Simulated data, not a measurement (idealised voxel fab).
process module | voxel fin reveal
cross-section cut | 280 nm wide | cells 5 nm
A cross-section is a grid of square cells, given in bands from the top down. A band is one or more rows of cells.
Each band's line starts with the height of the band's top and of its bottom, in nm. Then come its materials from left to right, each with its width in nm. One material with "throughout" fills the band from edge to edge. "air" is empty space.
Height 0 is the level under which the wafer as received is all one material. The lowest band goes on downwards, as in "0 down".
A width such as "30 to 40" changes by the same amount from each row of cells to the next, from the band's top row to its bottom row.
"no change" after a step means that no cell of the cross-section changed.
closed voids: empty space of 8 cells or more with no open way to the top, each as width x height at its distance from the left edge, in nm
after a step's settings: what the simulator itself notes on the step
overlay nm, on a step with a mask: how far to the right of its planned place the mask lay; to the left if negative
plan
1 op RECEIVE | material Si
2 op CONFORMAL_DEP | material SiN | thk nm 5
3 op PATTERN | tone cover | mask id FINS | material resist | width nm 15 | pitch nm 40 | thk nm 20 | overlay nm 0
4 op DIRECTIONAL_ETCH | etch materials SiN | depth nm 5
5 op DIRECTIONAL_ETCH | etch materials Si | depth nm 40
6 op STRIP | etch materials resist
7 op OXIDIZE | depth nm 5
8 op FILL_DEP | material SiO2 | thk nm 15
9 op CMP | height nm 5
10 op SELECTIVE_ETCH | etch materials SiO2 | depth nm 25
11 op STRIP | etch materials SiN
varied across the wafers: depth nm of step 10. The plan shows the first wafer's value. All wafers start alike
first wafer as received, after step 1
  0 down: Si throughout
  closed voids: none
each wafer at the end: cells of each material gained (+) or lost (-) since it was received, then its closed voids
depth nm 25 | -468 Si | +260 SiO2 | closed voids: none
depth nm 30 | -468 Si | +208 SiO2 | closed voids: none
depth nm 35 | -468 Si | +156 SiO2 | closed voids: none
depth nm 40 | -468 Si | +104 SiO2 | closed voids: none
depth nm 45 | -468 Si | +52 SiO2 | closed voids: none
depth nm 50 | -468 Si | closed voids: none
